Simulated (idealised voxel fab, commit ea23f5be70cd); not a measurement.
process module | voxel transistor to metal
cross-section cut | 275 nm wide | cells 5 nm
A cross-section is a grid of square cells, given in bands from the top down. A band is one or more rows of cells.
Each band's line starts with the height of the band's top and of its bottom, in nm. Then come its materials from left to right, each with its width in nm. One material with "throughout" fills the band from edge to edge. "air" is empty space.
Height 0 is the level under which the wafer as received is all one material. The lowest band goes on downwards, as in "0 down".
A width such as "30 to 40" changes by the same amount from each row of cells to the next, from the band's top row to its bottom row.
"no change" after a step means that no cell of the cross-section changed.
closed voids: empty space of 8 cells or more with no open way to the top, each as width x height at its distance from the left edge, in nm
after a step's settings: what the simulator itself notes on the step
overlay nm, on a step with a mask: how far to the right of its planned place the mask lay; to the left if negative
plan
1 op RECEIVE | material Si
2 op OXIDIZE | depth nm 5
3 op CONFORMAL_DEP | material SiN | thk nm 10
4 op PATTERN | tone cover | mask id ACTIVE | material resist | width nm 105 | pitch nm 135 | thk nm 20 | overlay nm 0
5 op DIRECTIONAL_ETCH | etch materials SiN | depth nm 10
6 op DIRECTIONAL_ETCH | etch materials SiO2 | depth nm 5
7 op DIRECTIONAL_ETCH | etch materials Si | depth nm 35
8 op STRIP | etch materials resist
9 op FILL_DEP | material SiO2 | thk nm 15
10 op CMP | height nm 10
11 op SELECTIVE_ETCH | etch materials SiO2 | depth nm 5
12 op STRIP | etch materials SiN
13 op SELECTIVE_ETCH | etch materials SiO2 | depth nm 5
14 op OXIDIZE | depth nm 5
15 op DIRECTIONAL_DEP | material polySi | thk nm 30
16 op DIRECTIONAL_DEP | material SiCN | thk nm 15
17 op PATTERN | tone cover | mask id GATE | material resist | width nm 35 | pitch nm 135 | thk nm 15 | overlay nm 0
18 op DIRECTIONAL_ETCH | etch materials SiCN | depth nm 25
19 op DIRECTIONAL_ETCH | etch materials polySi | depth nm 40
20 op STRIP | etch materials resist
21 op CONFORMAL_DEP | material SiO2 | thk nm 5
22 op DIRECTIONAL_ETCH | etch materials SiO2 | depth nm 5
23 op CONFORMAL_DEP | material SiN | thk nm 5
24 op DIRECTIONAL_ETCH | etch materials SiN | depth nm 5
25 op DIRECTIONAL_ETCH | etch materials SiO2 | depth nm 5
26 op DIRECTIONAL_ETCH | etch materials Si | depth nm 10
27 op EPI | material nSi | thk nm 10
28 op FILL_DEP | material SiO2 | thk nm 10
29 op CMP | height nm 25
30 op STRIP | etch materials polySi
31 op SELECTIVE_ETCH | etch materials SiO2 | depth nm 5
32 op CONFORMAL_DEP | material HfO2 | thk nm 5
33 op CONFORMAL_DEP | material TiN | thk nm 5
34 op FILL_DEP | material W | thk nm 10
35 op CMP | height nm 20
36 op DIRECTIONAL_DEP | material SiO2 | thk nm 10
37 op PATTERN | tone open | mask id CONTACT | material resist | width nm 15 | thk nm 15 | overlay nm 0
38 op DIRECTIONAL_ETCH | etch materials SiO2 | depth nm 30
39 op STRIP | etch materials resist
40 op CONFORMAL_DEP | material TiN | thk nm 5
41 op FILL_DEP | material W | thk nm 10
42 op CMP | height nm 30
43 op DIRECTIONAL_DEP | material TiN | thk nm 5
44 op DIRECTIONAL_DEP | material Ru | thk nm 25
45 op DIRECTIONAL_DEP | material aC | thk nm 15
46 op PATTERN | tone cover | mask id METAL_1 | material resist | width nm 15 | thk nm 35 | overlay nm 0
47 op DIRECTIONAL_ETCH | etch materials aC | depth nm 15
48 op STRIP | etch materials resist
49 op DIRECTIONAL_ETCH | etch materials Ru | depth nm 25
50 op DIRECTIONAL_ETCH | etch materials TiN | depth nm 5
51 op STRIP | etch materials aC
52 op FILL_DEP | material SiO2 | thk nm 5
53 op CMP | height nm 60
54 op CONFORMAL_DEP | material SiCN | thk nm 5
55 op DIRECTIONAL_DEP | material SiO2 | thk nm 30
56 op MASKED_ETCH | tone open | mask id METAL_2 | width nm 15 | pitch nm 135 | etch materials SiO2 | depth nm 15 | overlay nm 0
57 op DIRECTIONAL_DEP | material aC | thk nm 15
58 op PATTERN | tone open | mask id METAL_2_HOLES | material resist | width nm 15 | pitch nm 135 | thk nm 30 | overlay nm 0
59 op DIRECTIONAL_ETCH | etch materials aC | depth nm 15
60 op STRIP | etch materials resist
61 op DIRECTIONAL_ETCH | etch materials SiO2 | depth nm 15
62 op DIRECTIONAL_ETCH | etch materials SiCN | depth nm 5
63 op STRIP | etch materials aC
64 op CONFORMAL_DEP | material TiN | thk nm 5
65 op FILL_DEP | material Cu | thk nm 10
66 op CMP | height nm 95
67 op CONFORMAL_DEP | material SiN | thk nm 5
as received, after step 1
  0 down: Si throughout
  closed voids: none
a wafer at the end: this start, this plan, one mistake
  100 to 95: SiN throughout
  95 to 65: SiO2 20 | TiN 5 | Cu 5 | TiN 5 | SiO2 120 | TiN 5 | Cu 5 | TiN 5 | SiO2 105
  65 to 60: SiCN 20 | TiN 15 | SiCN 120 | TiN 15 | SiCN 105
  60 to 35: SiO2 20 | Ru 15 | SiO2 65 | Ru 15 | SiO2 40 | Ru 15 | SiO2 65 | Ru 15 | SiO2 25
  35 to 30: SiO2 20 | TiN 15 | SiO2 65 | TiN 15 | SiO2 40 | TiN 15 | SiO2 65 | TiN 15 | SiO2 25
  30 to 20: SiO2 20 | TiN 5 | W 5 | TiN 5 | SiO2 65 | TiN 5 | W 5 | TiN 5 | SiO2 40 | TiN 5 | W 5 | TiN 5 | SiO2 65 | TiN 5 | W 5 | TiN 5 | SiO2 25
  20 to 5: SiO2 20 | TiN 5 | W 5 | TiN 5 | SiO2 5 | SiN 5 | TiN 5 | HfO2 5 | W 25 | HfO2 5 | TiN 5 | SiN 5 | SiO2 5 | TiN 5 | W 5 | TiN 5 | SiO2 40 | TiN 5 | W 5 | TiN 5 | SiO2 5 | SiN 5 | TiN 5 | HfO2 5 | W 25 | HfO2 5 | TiN 5 | SiN 5 | SiO2 5 | TiN 5 | W 5 | TiN 5 | SiO2 25
  5 to 0: SiO2 20 | TiN 15 | SiO2 5 | SiN 5 | TiN 5 | HfO2 5 | W 25 | HfO2 5 | TiN 5 | SiN 5 | SiO2 5 | TiN 15 | SiO2 40 | TiN 15 | SiO2 5 | SiN 5 | TiN 5 | HfO2 5 | W 25 | HfO2 5 | TiN 5 | SiN 5 | SiO2 5 | TiN 15 | SiO2 25
  0 to -5: SiO2 15 | SiN 5 | nSi 20 | SiN 5 | TiN 5 | HfO2 35 | TiN 5 | SiN 5 | nSi 20 | SiN 5 | SiO2 30 | SiN 5 | nSi 20 | SiN 5 | TiN 5 | HfO2 35 | TiN 5 | SiN 5 | nSi 20 | SiN 5 | SiO2 20
  -5 to -10: SiO2 20 | nSi 20 | SiO2 5 | TiN 45 | SiO2 5 | nSi 20 | SiO2 40 | nSi 20 | SiO2 5 | TiN 45 | SiO2 5 | nSi 20 | SiO2 25
  -10 to -20: SiO2 15 | Si 5 | nSi 20 | Si 55 | nSi 20 | Si 5 | SiO2 30 | Si 5 | nSi 20 | Si 55 | nSi 20 | Si 5 | SiO2 20
  -20 to -40: SiO2 15 | Si 105 | SiO2 30 | Si 105 | SiO2 20
  -40 down: Si throughout
  closed voids: none
what went wrong: steps 32 and 33 were swapped
